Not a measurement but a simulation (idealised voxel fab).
Process module, titled voxel self aligned contacts
Cross-sectional view cut (width: 265 nm; square cell size: 5 nm).
If you're reading a cross-section in this doc, picture square cells in a grid; it comes to you as bands, top ones listed first down to the bottom, and a band can be one or more rows of cells. The entry gives the band's vertical extent as a top height and a bottom height in nm, then its horizontal make-up as materials from left to right, each with a width in nm. "empty" stands for empty space; a single material marked "full width" fills the band edge to edge. Measure heights from 0. That's the level where, below it, the as-received wafer is all one material. The lowest band is bottomless and extends downward; write it as in "0 down". The width entry "30->40" should be interpreted row by row: the top row of cells in the band takes the first number, the bottom row takes the second number, and the change between adjacent rows is uniform throughout. "remained unchanged" after a step means that no cell of the cross-section changed. Reported under the label "Voids, enclosed" are the empty spaces having no open way to the top and comprising 8 cells or more; the notation for each is width x height at distance, in which the distance is measured from the left edge and all three values are in nm. Read whatever lies past the settings on a step's line as the simulator's own remark about the step. overlay nm, on a step with a mask: how far to the right of its planned place the mask lay; to the left if negative.

Process steps (planned)
1 RECEIVE | material Si
2 CONFORMAL_DEP | material SiO2 | thk nm 5
3 DIRECTIONAL_DEP | material polySi | thk nm 30
4 DIRECTIONAL_DEP | material SiN | thk nm 15
5 DIRECTIONAL_DEP | material aC | thk nm 15
6 PATTERN | tone cover | mask id GATE | material resist | width nm 25 | pitch nm 50 | thk nm 30 | overlay nm 0
7 DIRECTIONAL_ETCH | etch materials aC | depth nm 15
8 STRIP | etch materials resist
9 DIRECTIONAL_ETCH | etch materials SiN | depth nm 15
10 DIRECTIONAL_ETCH | etch materials polySi | depth nm 30
11 STRIP | etch materials aC
12 CONFORMAL_DEP | material SiN | thk nm 5
13 DIRECTIONAL_ETCH | etch materials SiN | depth nm 5
14 FILL_DEP | material SiO2 | thk nm 15
15 CMP | height nm 55
16 DIRECTIONAL_DEP | material aC | thk nm 10
17 PATTERN | tone open | mask id CONTACT | material resist | width nm 35 | thk nm 30 | overlay nm 0
18 DIRECTIONAL_ETCH | etch materials aC | depth nm 10
19 STRIP | etch materials resist
20 DIRECTIONAL_ETCH | etch materials SiO2 | depth nm 55
21 STRIP | etch materials aC
22 CONFORMAL_DEP | material TiN | thk nm 5
23 FILL_DEP | material W | thk nm 5
24 CMP | height nm 55
25 CONFORMAL_DEP | material SiN | thk nm 5

The cross-section here shows the wafer as received, i.e. in its state after step 1
> 0 down  Si full width
> Voids, enclosed: none

First of two wafers: cross-section at end of module, run per plan
> 60 to 55  SiN full width
> 55 to 50  SiO2: 115; TiN: 15; W: 5; TiN: 15; SiO2: 115
> 50 to 35  SiO2: 90; SiN: 35; TiN: 5; W: 5; TiN: 5; SiN: 35; SiO2: 90
> 35 to 5  SiO2: 90; SiN: 5; polySi: 25; SiN: 5; TiN: 5; W: 5; TiN: 5; SiN: 5; polySi: 25; SiN: 5; SiO2: 90
> 5 to 0  SiO2: 125; TiN: 15; SiO2: 125
> 0 down  Si full width
> Voids, enclosed: none

Cross-section, wafer two of two, end of module: same start and plan as wafer one, one error in execution
> 60 to 55  SiN full width
> 55 to 50  SiO2: 115; TiN: 35; SiO2: 115
> 50 to 35  SiO2: 85; SiN: 45; TiN: 5; SiN: 45; SiO2: 85
> 35 to 5  SiO2: 85; SiN: 5; polySi: 35; SiN: 5; TiN: 5; SiN: 5; polySi: 35; SiN: 5; SiO2: 85
> 5 to 0  SiO2: 130; TiN: 5; SiO2: 130
> 0 down  Si full width
> Voids, enclosed: none
The plan and the run diverged here: step 6 was run on a setting that differed from the plan, and what really ran there is PATTERN | tone cover | mask id GATE | material resist | width nm 35 | pitch nm 50 | thk nm 30 | overlay nm 0
FYI, end of process, the second wafer has more or fewer cells of some materials than the first: 12 more of SiN; 16 fewer of SiO2; 10 fewer of TiN; 10 fewer of W; 24 more of polySi
